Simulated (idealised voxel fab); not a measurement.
This is a process module. Its name is voxel fin reveal.
235 nm wide, 5 nm square cells: that's cross-section cut.
We lay out every cross-section as a grid of square cells and spell it out in bands from the top down, where one band means one or more rows of cells.
For a band, the entry starts with two heights in nm, that of the top and then that of the bottom, and carries on with the band's materials in order from left to right, each alongside its width in nm; the word "edge to edge" beside a single material means it fills the band edge to edge, and "air" means empty space.
We count height from 0. Below that, the starting wafer is all one material. The lowest band never ends at the bottom but goes on down; see "from 0 down" for how that is written.
A width such as "30->40" changes by the same amount from each row of cells to the next, from the band's top row to its bottom row.
Where the words "changes: none" appear for a step, the cross-section shows no cell changed by that step; every cell remained as before.
In "Closed internal voids" the enclosed voids are listed, meaning empty spaces of 8 cells or larger without any opening to the top. The form is width x height at distance, distance from the left edge, units nm.
after a step's settings: what the simulator itself notes on the step
A step's line can hold "overlay nm"; with a mask on that step, the setting says how far right of the planned place the mask lay, while a negative setting says it lay to the left.

Set out below are the planned steps of the process
1) RECEIVE with material Si
2) CONFORMAL_DEP with material SiN, thk nm 5
3) PATTERN with tone cover, mask id FINS, material resist, width nm 15, pitch nm 40, thk nm 20, overlay nm 0
4) DIRECTIONAL_ETCH with etch materials SiN, depth nm 5
5) DIRECTIONAL_ETCH with etch materials Si, depth nm 40
6) STRIP with etch materials resist
7) FILL_DEP with material SiO2, thk nm 10
8) CMP with height nm 5
9) SELECTIVE_ETCH with etch materials SiO2, depth nm 30
10) STRIP with etch materials SiN
11) CONFORMAL_DEP with material SiO2, thk nm 5

First of two wafers: run as planned

Wafer at receipt (post step 1), cross-section
- from 0 down: Si edge to edge
- Closed internal voids: none

Sectional view: wafer, after step 2
- from 5 to 0: SiN edge to edge
- Everything below 0 is unchanged.

Sectional view: wafer, after step 3
- from 25 to 5: air 50 nm, then resist 15 nm, then air 25 nm, then resist 15 nm, then air 25 nm, then resist 15 nm, then air 25 nm, then resist 15 nm, then air 50 nm
- Everything below 5 is unchanged.

Sectional view: wafer, after step 4
- from 25 to 5: air 50 nm, then resist 15 nm, then air 25 nm, then resist 15 nm, then air 25 nm, then resist 15 nm, then air 25 nm, then resist 15 nm, then air 50 nm
- from 5 to 0: air 50 nm, then SiN 15 nm, then air 25 nm, then SiN 15 nm, then air 25 nm, then SiN 15 nm, then air 25 nm, then SiN 15 nm, then air 50 nm
- Everything below 0 is unchanged.

Sectional view: wafer, after step 5
- from 25 to 5: air 50 nm, then resist 15 nm, then air 25 nm, then resist 15 nm, then air 25 nm, then resist 15 nm, then air 25 nm, then resist 15 nm, then air 50 nm
- from 5 to 0: air 50 nm, then SiN 15 nm, then air 25 nm, then SiN 15 nm, then air 25 nm, then SiN 15 nm, then air 25 nm, then SiN 15 nm, then air 50 nm
- from 0 to -40: air 50 nm, then Si 15 nm, then air 25 nm, then Si 15 nm, then air 25 nm, then Si 15 nm, then air 25 nm, then Si 15 nm, then air 50 nm
- Everything below -40 is unchanged.

Sectional view: wafer, after step 6
- from 5 to 0: air 50 nm, then SiN 15 nm, then air 25 nm, then SiN 15 nm, then air 25 nm, then SiN 15 nm, then air 25 nm, then SiN 15 nm, then air 50 nm
- Everything below 0 is unchanged.

Sectional view: wafer, after step 7
- from 15 to 5: SiO2 edge to edge
- from 5 to 0: SiO2 50 nm, then SiN 15 nm, then SiO2 25 nm, then SiN 15 nm, then SiO2 25 nm, then SiN 15 nm, then SiO2 25 nm, then SiN 15 nm, then SiO2 50 nm
- from 0 to -40: SiO2 50 nm, then Si 15 nm, then SiO2 25 nm, then Si 15 nm, then SiO2 25 nm, then Si 15 nm, then SiO2 25 nm, then Si 15 nm, then SiO2 50 nm
- Everything below -40 is unchanged.

Sectional view: wafer, after step 8
- from 5 to 0: SiO2 50 nm, then SiN 15 nm, then SiO2 25 nm, then SiN 15 nm, then SiO2 25 nm, then SiN 15 nm, then SiO2 25 nm, then SiN 15 nm, then SiO2 50 nm
- Everything below 0 is unchanged.

Sectional view: wafer, after step 9
- from 5 to 0: air 50 nm, then SiN 15 nm, then air 25 nm, then SiN 15 nm, then air 25 nm, then SiN 15 nm, then air 25 nm, then SiN 15 nm, then air 50 nm
- from 0 to -25: air 50 nm, then Si 15 nm, then air 25 nm, then Si 15 nm, then air 25 nm, then Si 15 nm, then air 25 nm, then Si 15 nm, then air 50 nm
- Everything below -25 is unchanged.

Sectional view: wafer, after step 10
- from 0 to -25: air 50 nm, then Si 15 nm, then air 25 nm, then Si 15 nm, then air 25 nm, then Si 15 nm, then air 25 nm, then Si 15 nm, then air 50 nm
- Everything below -25 is unchanged.

Sectional view: wafer, after step 11
- from 5 to 0: air 45 nm, then SiO2 25 nm, then air 15 nm, then SiO2 25 nm, then air 15 nm, then SiO2 25 nm, then air 15 nm, then SiO2 25 nm, then air 45 nm
- from 0 to -20: air 45 nm, then SiO2 5 nm, then Si 15 nm, then SiO2 5 nm, then air 15 nm, then SiO2 5 nm, then Si 15 nm, then SiO2 5 nm, then air 15 nm, then SiO2 5 nm, then Si 15 nm, then SiO2 5 nm, then air 15 nm, then SiO2 5 nm, then Si 15 nm, then SiO2 5 nm, then air 45 nm
- from -20 to -40: SiO2 50 nm, then Si 15 nm, then SiO2 25 nm, then Si 15 nm, then SiO2 25 nm, then Si 15 nm, then SiO2 25 nm, then Si 15 nm, then SiO2 50 nm
- Everything below -40 is unchanged.

The second wafer was prepared from the same starting point and under the same plan as the first; its processing contained one mistake, and it remains indistinguishable from the first wafer up to and including step 8

Second wafer profile in section, at the moment step 9 of the plan was meant to be complete
- from 5 to 0: SiO2 50 nm, then air 15 nm, then SiO2 25 nm, then air 15 nm, then SiO2 25 nm, then air 15 nm, then SiO2 25 nm, then air 15 nm, then SiO2 50 nm
- Everything below 0 is unchanged.

Second wafer profile in section, at the moment step 10 of the plan was meant to be complete
- from 0 to -25: air 50 nm, then Si 15 nm, then air 25 nm, then Si 15 nm, then air 25 nm, then Si 15 nm, then air 25 nm, then Si 15 nm, then air 50 nm
- from -25 to -30: SiO2 20 nm, then air 30 nm, then Si 15 nm, then air 25 nm, then Si 15 nm, then air 25 nm, then Si 15 nm, then air 25 nm, then Si 15 nm, then air 30 nm, then SiO2 20 nm
- Everything below -30 is unchanged.

Second wafer profile in section, at the moment step 11 of the plan was meant to be complete
- from 5 to 0: air 45 nm, then SiO2 25 nm, then air 15 nm, then SiO2 25 nm, then air 15 nm, then SiO2 25 nm, then air 15 nm, then SiO2 25 nm, then air 45 nm
- from 0 to -20: air 45 nm, then SiO2 5 nm, then Si 15 nm, then SiO2 5 nm, then air 15 nm, then SiO2 5 nm, then Si 15 nm, then SiO2 5 nm, then air 15 nm, then SiO2 5 nm, then Si 15 nm, then SiO2 5 nm, then air 15 nm, then SiO2 5 nm, then Si 15 nm, then SiO2 5 nm, then air 45 nm
- from -20 to -25: SiO2 25 nm, then air 20 nm, then SiO2 5 nm, then Si 15 nm, then SiO2 5 nm, then air 15 nm, then SiO2 5 nm, then Si 15 nm, then SiO2 5 nm, then air 15 nm, then SiO2 5 nm, then Si 15 nm, then SiO2 5 nm, then air 15 nm, then SiO2 5 nm, then Si 15 nm, then SiO2 5 nm, then air 20 nm, then SiO2 25 nm
- from -25 to -40: SiO2 50 nm, then Si 15 nm, then SiO2 25 nm, then Si 15 nm, then SiO2 25 nm, then Si 15 nm, then SiO2 25 nm, then Si 15 nm, then SiO2 50 nm
- Everything below -40 is unchanged.
Nonconformance to the process plan: steps 9 and 10 run out of order (swapped)
Wafer comparison, final, in cells, second relative to first, materials more or fewer: SiO2: 17 fewer
